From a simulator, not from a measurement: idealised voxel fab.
The following is a process module called voxel ribs on slabs.
This is section cut - it's 290 nm across, gridded in 5 nm square cells.
Cross-sections here: square-cell grids, written as top-down lists of bands, a band being one or more rows of cells.
Basically the band line says how high the top is and how high the bottom is, in nm, and then what's in it from left to right, every material with its width in nm. Empty space shows up as "blank", and if a single material carries "full width" it runs the full band edge to edge.
Note: height 0 marks the level under which the wafer is uniformly one material as received. Lowest band unbounded below, written "0 -> down".
Think of "30->40" as a width that walks from the first number to the second as you go down the band, top row to bottom row, taking equal-sized steps from row to row.
Given "changes: none" for a step, no cell of the cross-section differs between before and after that step.
Any empty space of 8 cells or more lacking an open way to the top shows up in "Enclosed internal voids" as width x height at distance, distance from the left edge, in nm.
after a step's settings: what the simulator itself notes on the step
The "overlay nm" setting may appear on a step's line; for a step that uses a mask, it gives how far to the right of its planned position the mask lay, and a negative value indicates the left.
The process steps that were planned are listed below
1) RECEIVE, material Si
2) DIRECTIONAL_DEP, material SiO2, thk nm 25
3) DIRECTIONAL_DEP, material SiN, thk nm 15
4) DIRECTIONAL_DEP, material aC, thk nm 15
5) PATTERN, tone cover, mask id RIB, material resist, width nm 25, thk nm 30, overlay nm 0
6) DIRECTIONAL_ETCH, etch materials aC, depth nm 15
7) STRIP, etch materials resist
8) DIRECTIONAL_ETCH, etch materials SiN, depth nm 10
9) STRIP, etch materials aC
10) DIRECTIONAL_DEP, material aC, thk nm 10
11) PATTERN, tone cover, mask id SLAB, material resist, width nm 85, thk nm 25, overlay nm 0
12) DIRECTIONAL_ETCH, etch materials aC, depth nm 10
13) STRIP, etch materials resist
14) DIRECTIONAL_ETCH, etch materials SiN, depth nm 5
15) STRIP, etch materials aC
16) FILL_DEP, material SiO2, thk nm 15
17) CMP, height nm 50
18) DIRECTIONAL_DEP, material TiN, thk nm 10
19) DIRECTIONAL_DEP, material aC, thk nm 15
20) PATTERN, tone cover, mask id HEATER, material resist, width nm 35, thk nm 30, overlay nm 0
21) DIRECTIONAL_ETCH, etch materials aC, depth nm 15
22) STRIP, etch materials resist
23) DIRECTIONAL_ETCH, etch materials TiN, depth nm 10
24) STRIP, etch materials aC
25) CONFORMAL_DEP, material SiN, thk nm 10
As-received state of the wafer in cross-section, equivalent to post-step 1
	0 -> down: Si full width
	Enclosed internal voids: none
The first of two wafers, cross-sectioned at the end of the module, with the run proceeding as planned
	70 -> 60: blank 115 nm / SiN 55 nm / blank 120 nm
	60 -> 50: SiN 125 nm / TiN 35 nm / SiN 130 nm
	50 -> 40: SiO2 full width
	40 -> 30: SiO2 130 nm / SiN 25 nm / SiO2 135 nm
	30 -> 25: SiO2 100 nm / SiN 85 nm / SiO2 105 nm
	25 -> 0: SiO2 full width
	0 -> down: Si full width
	Enclosed internal voids: none
Presented here is a cross-section of the second of the two wafers as it stood at the end of the module. It was started in the same manner and assigned the same plan as the first wafer; however, one mistake was made in its execution
	70 -> 60: blank 115 nm / SiN 55 nm / blank 120 nm
	60 -> 50: SiN 125 nm / TiN 35 nm / SiN 130 nm
	50 -> 40: SiO2 130->100 nm / SiN 25->85 nm / SiO2 135->105 nm
	40 -> 25: SiN full width
	25 -> 0: SiO2 full width
	0 -> down: Si full width
	Enclosed internal voids: none
Against the plan, the run slipped here: regarding the plan, step 3 was run twice
Final comparison by cell count, materials where the second wafer has more or fewer than the first: SiN +169 | SiO2 -169
